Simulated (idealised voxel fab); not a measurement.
process module | voxel capacitor over wiring
cross-section cut | 205 nm wide | cells 5 nm
A cross-section is a grid of square cells, given in bands from the top down. A band is one or more rows of cells.
Each band's line starts with the height of the band's top and of its bottom, in nm. Then come its materials from left to right, each with its width in nm. One material with "throughout" fills the band from edge to edge. "air" is empty space.
Height 0 is the level under which the wafer as received is all one material. The lowest band goes on downwards, as in "0 down".
A width such as "30 to 40" changes by the same amount from each row of cells to the next, from the band's top row to its bottom row.
"no change" after a step means that no cell of the cross-section changed.
closed voids: empty space of 8 cells or more with no open way to the top, each as width x height at its distance from the left edge, in nm
after a step's settings: what the simulator itself notes on the step
overlay nm, on a step with a mask: how far to the right of its planned place the mask lay; to the left if negative
plan
1 op RECEIVE | material Si
2 op CONFORMAL_DEP | material SiO2 | thk nm 10
3 op DIRECTIONAL_DEP | material TiN | thk nm 5
4 op DIRECTIONAL_DEP | material Ru | thk nm 20
5 op MASKED_ETCH | tone cover | mask id METAL_1 | width nm 25 | pitch nm 90 | etch materials Ru | depth nm 20 | overlay nm 0
6 op MASKED_ETCH | tone cover | mask id METAL_1 | width nm 25 | pitch nm 90 | etch materials TiN | depth nm 5 | overlay nm 0
7 op CONFORMAL_DEP | material SiN | thk nm 5
8 op FILL_DEP | material SiO2 | thk nm 10
9 op CMP | height nm 35
10 op CONFORMAL_DEP | material SiCN | thk nm 5
11 op DIRECTIONAL_DEP | material lowk | thk nm 20
12 op DIRECTIONAL_DEP | material aC | thk nm 10
13 op PATTERN | tone open | mask id PLUG_1 | material resist | width nm 15 | thk nm 30 | overlay nm 0
14 op DIRECTIONAL_ETCH | etch materials aC | depth nm 10
15 op STRIP | etch materials resist
16 op DIRECTIONAL_ETCH | etch materials lowk | depth nm 20
17 op DIRECTIONAL_ETCH | etch materials SiCN | depth nm 5
18 op STRIP | etch materials aC
19 op EPI | material Ru | thk nm 10
20 op EPI | material Ru | thk nm 10
21 op EPI | material Ru | thk nm 5
22 op DIRECTIONAL_DEP | material TiN | thk nm 10
23 op DIRECTIONAL_DEP | material SiN | thk nm 5
24 op DIRECTIONAL_DEP | material TiN | thk nm 5
25 op PATTERN | tone cover | mask id UPPER_PLATE | material resist | width nm 70 | thk nm 15 | overlay nm 0
26 op DIRECTIONAL_ETCH | etch materials TiN | depth nm 5
27 op DIRECTIONAL_ETCH | etch materials SiN | depth nm 5
28 op STRIP | etch materials resist
29 op DIRECTIONAL_DEP | material aC | thk nm 15
30 op PATTERN | tone cover | mask id LOWER_PLATE | material resist | width nm 80 | thk nm 30 | overlay nm 0
31 op DIRECTIONAL_ETCH | etch materials aC | depth nm 15
32 op STRIP | etch materials resist
33 op DIRECTIONAL_ETCH | etch materials TiN | depth nm 10
34 op STRIP | etch materials aC
35 op FILL_DEP | material SiO2 | thk nm 20
36 op CMP | height nm 95
37 op MASKED_ETCH | tone open | mask id PLUG_2 | width nm 15 | etch materials SiO2 | depth nm 15 | overlay nm 0
38 op CONFORMAL_DEP | material TiN | thk nm 5
39 op FILL_DEP | material W | thk nm 10
40 op CMP | height nm 95
41 op CONFORMAL_DEP | material SiN | thk nm 5
as received, after step 1
  0 down: Si throughout
  closed voids: none
first wafer at the end, as planned
  100 to 95: SiN throughout
  95 to 85: SiO2 65 | TiN 5 | W 5 | TiN 5 | SiO2 125
  85 to 75: SiO2 65 to 55 | TiN 15 to 70 | SiO2 125 to 80
  75 to 70: SiO2 55 | SiN 70 | SiO2 80
  70 to 60: SiO2 50 | TiN 80 | SiO2 75
  60 to 40: lowk 55 | Ru 15 | lowk 135
  40 to 35: SiCN 55 | Ru 15 | SiCN 135
  35 to 15: SiO2 40 | SiN 5 | Ru 25 | SiN 5 | SiO2 55 | SiN 5 | Ru 25 | SiN 5 | SiO2 40
  15 to 10: SiN 45 | TiN 25 | SiN 65 | TiN 25 | SiN 45
  10 to 0: SiO2 throughout
  0 down: Si throughout
  closed voids: none
second wafer at the end: like start, like plan, one mistake
  100 to 95: SiN throughout
  95 to 85: SiO2 65 | TiN 5 | W 10 | TiN 5 | SiO2 120
  85 to 75: SiO2 65 to 55 | TiN 20 to 70 | SiO2 120 to 80
  75 to 70: SiO2 55 | SiN 70 | SiO2 80
  70 to 60: SiO2 50 | TiN 80 | SiO2 75
  60 to 40: lowk 55 | Ru 15 | lowk 135
  40 to 35: SiCN 55 | Ru 15 | SiCN 135
  35 to 15: SiO2 40 | SiN 5 | Ru 25 | SiN 5 | SiO2 55 | SiN 5 | Ru 25 | SiN 5 | SiO2 40
  15 to 10: SiN 45 | TiN 25 | SiN 65 | TiN 25 | SiN 45
  10 to 0: SiO2 throughout
  0 down: Si throughout
  closed voids: none
what went wrong: step 37 ran as: op MASKED_ETCH | tone open | mask id PLUG_2 | width nm 20 | etch materials SiO2 | depth nm 15 | overlay nm 0
at the end the second wafer has, in cells: 3 fewer of SiO2 | 1 more of TiN | 2 more of W
